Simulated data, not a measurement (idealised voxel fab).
This is a process module. Its name is voxel gate over fins.
In the cross-section labelled cut, the width is 185 nm and each square cell is 5 nm.
Just so we're on the same page, the cross-sections are grids of square cells, and they're listed out in bands top to bottom, each band one or more rows deep.
Each band's line starts with the height of the band's top and of its bottom, in nm. Then come its materials from left to right, each with its width in nm. One material with "throughout" fills the band from edge to edge. "blank" is empty space.
Measure heights from 0. That's the level where, below it, the as-received wafer is all one material. The lowest band is bottomless and extends downward; write it as in "0 -> down".
Think of "30->40" as a width that walks from the first number to the second as you go down the band, top row to bottom row, taking equal-sized steps from row to row.
The designation "same as before", where it is given for a processing step, indicates that no cell of the cross-section was altered in the course of that step.
What "Fully closed voids" gives you is every empty space of 8 cells or more that is cut off from the top. Each appears as width x height at distance, with the distance taken from the left edge and width, height and distance all in nm.
Whatever follows a step's settings on its line is a remark the simulator itself makes about that step.
"overlay nm" denotes, for a step that has a mask, the displacement of the mask to the right of its planned place, with negative values corresponding to the left.
The planned process steps are enumerated hereunder:
1 RECEIVE, material Si
2 CONFORMAL_DEP, material SiN, thk nm 5
3 PATTERN, tone cover, mask id FINS, material resist, width nm 15, pitch nm 35, thk nm 20, overlay nm 0
4 DIRECTIONAL_ETCH, etch materials SiN, depth nm 5
5 DIRECTIONAL_ETCH, etch materials Si, depth nm 40
6 STRIP, etch materials resist
7 FILL_DEP, material SiO2, thk nm 10
8 CMP, height nm 5
9 SELECTIVE_ETCH, etch materials SiO2, depth nm 15
10 STRIP, etch materials SiN
11 CONFORMAL_DEP, material HfO2, thk nm 5
12 CONFORMAL_DEP, material TiN, thk nm 5
13 FILL_DEP, material W, thk nm 10
14 CMP, height nm 15
15 CONFORMAL_DEP, material SiCN, thk nm 10
Wafer, first of two, run as planned:
As-received state of the wafer in cross-section, equivalent to post-step 1:
- 0 -> down | Si throughout
- Fully closed voids: none
After step 2: wafer cross-section:
- 5 -> 0 | SiN throughout
- Beneath the level 0, the cross-section is identical to its previous state.
After step 3: wafer cross-section:
- 25 -> 5 | blank (50), then resist (15), then blank (20), then resist (15), then blank (20), then resist (15), then blank (50)
- Beneath the level 5, the cross-section is identical to its previous state.
After step 4: wafer cross-section:
- 25 -> 5 | blank (50), then resist (15), then blank (20), then resist (15), then blank (20), then resist (15), then blank (50)
- 5 -> 0 | blank (50), then SiN (15), then blank (20), then SiN (15), then blank (20), then SiN (15), then blank (50)
- Beneath the level 0, the cross-section is identical to its previous state.
After step 5: wafer cross-section:
- 25 -> 5 | blank (50), then resist (15), then blank (20), then resist (15), then blank (20), then resist (15), then blank (50)
- 5 -> 0 | blank (50), then SiN (15), then blank (20), then SiN (15), then blank (20), then SiN (15), then blank (50)
- 0 -> -40 | blank (50), then Si (15), then blank (20), then Si (15), then blank (20), then Si (15), then blank (50)
- Beneath the level -40, the cross-section is identical to its previous state.
After step 6: wafer cross-section:
- 5 -> 0 | blank (50), then SiN (15), then blank (20), then SiN (15), then blank (20), then SiN (15), then blank (50)
- Beneath the level 0, the cross-section is identical to its previous state.
After step 7: wafer cross-section:
- 15 -> 5 | SiO2 throughout
- 5 -> 0 | SiO2 (50), then SiN (15), then SiO2 (20), then SiN (15), then SiO2 (20), then SiN (15), then SiO2 (50)
- 0 -> -40 | SiO2 (50), then Si (15), then SiO2 (20), then Si (15), then SiO2 (20), then Si (15), then SiO2 (50)
- Beneath the level -40, the cross-section is identical to its previous state.
After step 8: wafer cross-section:
- 5 -> 0 | SiO2 (50), then SiN (15), then SiO2 (20), then SiN (15), then SiO2 (20), then SiN (15), then SiO2 (50)
- Beneath the level 0, the cross-section is identical to its previous state.
After step 9: wafer cross-section:
- 5 -> 0 | blank (50), then SiN (15), then blank (20), then SiN (15), then blank (20), then SiN (15), then blank (50)
- 0 -> -10 | blank (50), then Si (15), then blank (20), then Si (15), then blank (20), then Si (15), then blank (50)
- Beneath the level -10, the cross-section is identical to its previous state.
After step 10: wafer cross-section:
- 0 -> -10 | blank (50), then Si (15), then blank (20), then Si (15), then blank (20), then Si (15), then blank (50)
- Beneath the level -10, the cross-section is identical to its previous state.
After step 11: wafer cross-section:
- 5 -> 0 | blank (45), then HfO2 (25), then blank (10), then HfO2 (25), then blank (10), then HfO2 (25), then blank (45)
- 0 -> -5 | blank (45), then HfO2 (5), then Si (15), then HfO2 (5), then blank (10), then HfO2 (5), then Si (15), then HfO2 (5), then blank (10), then HfO2 (5), then Si (15), then HfO2 (5), then blank (45)
- -5 -> -10 | HfO2 (50), then Si (15), then HfO2 (20), then Si (15), then HfO2 (20), then Si (15), then HfO2 (50)
- Beneath the level -10, the cross-section is identical to its previous state.
After step 12: wafer cross-section:
- 10 -> 5 | blank (40), then TiN (105), then blank (40)
- 5 -> 0 | blank (40), then TiN (5), then HfO2 (25), then TiN (10), then HfO2 (25), then TiN (10), then HfO2 (25), then TiN (5), then blank (40)
- 0 -> -5 | TiN (45), then HfO2 (5), then Si (15), then HfO2 (5), then TiN (10), then HfO2 (5), then Si (15), then HfO2 (5), then TiN (10), then HfO2 (5), then Si (15), then HfO2 (5), then TiN (45)
- Beneath the level -5, the cross-section is identical to its previous state.
After step 13: wafer cross-section:
- 20 -> 10 | W throughout
- 10 -> 5 | W (40), then TiN (105), then W (40)
- 5 -> 0 | W (40), then TiN (5), then HfO2 (25), then TiN (10), then HfO2 (25), then TiN (10), then HfO2 (25), then TiN (5), then W (40)
- Beneath the level 0, the cross-section is identical to its previous state.
After step 14: wafer cross-section:
- 15 -> 10 | W throughout
- Beneath the level 10, the cross-section is identical to its previous state.
After step 15: wafer cross-section:
- 25 -> 15 | SiCN throughout
- Beneath the level 15, the cross-section is identical to its previous state.
It is to be noted that the second wafer proceeded from the same initial state and according to the same plan as the first, although one mistake was committed in its execution; through step 10, inclusive, the two wafers share an identical history:
Second wafer, cut view, end of step 11 per plan: same as before
Second wafer, cut view, end of step 12 per plan:
- 5 -> 0 | blank (45), then TiN (25), then blank (10), then TiN (25), then blank (10), then TiN (25), then blank (45)
- 0 -> -5 | blank (45), then TiN (5), then Si (15), then TiN (5), then blank (10), then TiN (5), then Si (15), then TiN (5), then blank (10), then TiN (5), then Si (15), then TiN (5), then blank (45)
- -5 -> -10 | TiN (50), then Si (15), then TiN (20), then Si (15), then TiN (20), then Si (15), then TiN (50)
- Beneath the level -10, the cross-section is identical to its previous state.
Second wafer, cut view, end of step 13 per plan:
- 15 -> 5 | W throughout
- 5 -> 0 | W (45), then TiN (25), then W (10), then TiN (25), then W (10), then TiN (25), then W (45)
- 0 -> -5 | W (45), then TiN (5), then Si (15), then TiN (5), then W (10), then TiN (5), then Si (15), then TiN (5), then W (10), then TiN (5), then Si (15), then TiN (5), then W (45)
- Beneath the level -5, the cross-section is identical to its previous state.
Second wafer, cut view, end of step 14 per plan: same as before
Second wafer, cut view, end of step 15 per plan:
- 25 -> 15 | SiCN throughout
- Beneath the level 15, the cross-section is identical to its previous state.
What was the processing mistake? step 11 of the plan was bypassed and not carried out
Final difference in cells, second wafer against first, listed per material as more or fewer: HfO2: 49 fewer; W: 49 more
